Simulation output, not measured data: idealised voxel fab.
A process module follows: voxel ribs on slabs.
The cross-section shown here is cut; it is 285 nm wide and divided into square cells measuring 5 nm on a side.
Just so we're on the same page, the cross-sections are grids of square cells, and they're listed out in bands top to bottom, each band one or more rows deep.
This entry defines a band. It first specifies the height of the band's top and the height of its bottom in nm, and then specifies the band's materials from left to right, stating each material with its width in nm. The word "edge to edge" identifies a single material that fills the band from edge to edge, while the word "blank" identifies empty space.
Basically, 0 is our baseline, since under it the wafer straight out of the box is all one material. The bottom band has no lower end and keeps on going down, so it looks like "z 0 and below".
Width spec "30->40" -> top row of cells at first value, bottom row at second value, equal per-row change in between.
"everything unchanged", as given for a step, is the statement that not any cell of the cross-section underwent a change during that step.
"Cavities, sealed" specifies each empty space that is not open to the top and that occupies no fewer than 8 cells, using the form width x height at distance, the distance measured from the left edge and all three quantities in nm.
Read whatever lies past the settings on a step's line as the simulator's own remark about the step.
When a step includes a mask, the "overlay nm" setting on its line states how far to the right of its planned place that mask lay, and negative values state how far to the left.

The steps planned for the process are as follows:
1. RECEIVE,material Si
2. DIRECTIONAL_DEP,material SiO2,thk nm 25
3. DIRECTIONAL_DEP,material SiN,thk nm 20
4. DIRECTIONAL_DEP,material aC,thk nm 10
5. PATTERN,tone cover,mask id RIB,material resist,width nm 25,thk nm 25,overlay nm 0
6. DIRECTIONAL_ETCH,etch materials aC,depth nm 10
7. STRIP,etch materials resist
8. DIRECTIONAL_ETCH,etch materials SiN,depth nm 5
9. STRIP,etch materials aC
10. DIRECTIONAL_DEP,material aC,thk nm 10
11. PATTERN,tone cover,mask id SLAB,material resist,width nm 55,thk nm 30,overlay nm 0
12. DIRECTIONAL_ETCH,etch materials aC,depth nm 10
13. STRIP,etch materials resist
14. DIRECTIONAL_ETCH,etch materials SiN,depth nm 15
15. STRIP,etch materials aC
16. FILL_DEP,material SiO2,thk nm 15
17. CMP,height nm 55
18. DIRECTIONAL_DEP,material W,thk nm 5
19. PATTERN,tone cover,mask id HEATER,material resist,width nm 35,thk nm 20,overlay nm 0
20. DIRECTIONAL_ETCH,etch materials W,depth nm 5
21. STRIP,etch materials resist
22. CONFORMAL_DEP,material SiO2,thk nm 5

As-received wafer cross-section (after step 1):
	z 0 and below: Si edge to edge
	Cavities, sealed: none

Sectioned view, first of two wafers, at the close of the module, processed as intended in the plan:
	z 65 to 60: blank=120 / SiO2=45 / blank=120
	z 60 to 55: SiO2=125 / W=35 / SiO2=125
	z 55 to 45: SiO2 edge to edge
	z 45 to 40: SiO2=130 / SiN=25 / SiO2=130
	z 40 to 25: SiO2=115 / SiN=55 / SiO2=115
	z 25 to 0: SiO2 edge to edge
	z 0 and below: Si edge to edge
	Cavities, sealed: none

Wafer two (of two), end-of-module cross-section: start = wafer one, plan = wafer one, one run mistake:
	z 65 to 60: blank=120 / SiO2=45 / blank=120
	z 60 to 55: SiO2=125 / W=35 / SiO2=125
	z 55 to 45: SiO2 edge to edge
	z 45 to 40: SiO2=115 / SiN=15 / SiO2=25 / SiN=15 / SiO2=115
	z 40 to 30: SiO2=115 / SiN=55 / SiO2=115
	z 30 to 25: SiN edge to edge
	z 25 to 0: SiO2 edge to edge
	z 0 and below: Si edge to edge
	Cavities, sealed: none
Want to know what went wrong? step 5 was processed under conditions differing from the plan, specifically as PATTERN,tone open,mask id RIB,material resist,width nm 25,thk nm 25,overlay nm 0
Counted in cells at the end, the second wafer holds more or fewer of these materials than the first: +47 SiN; -47 SiO2
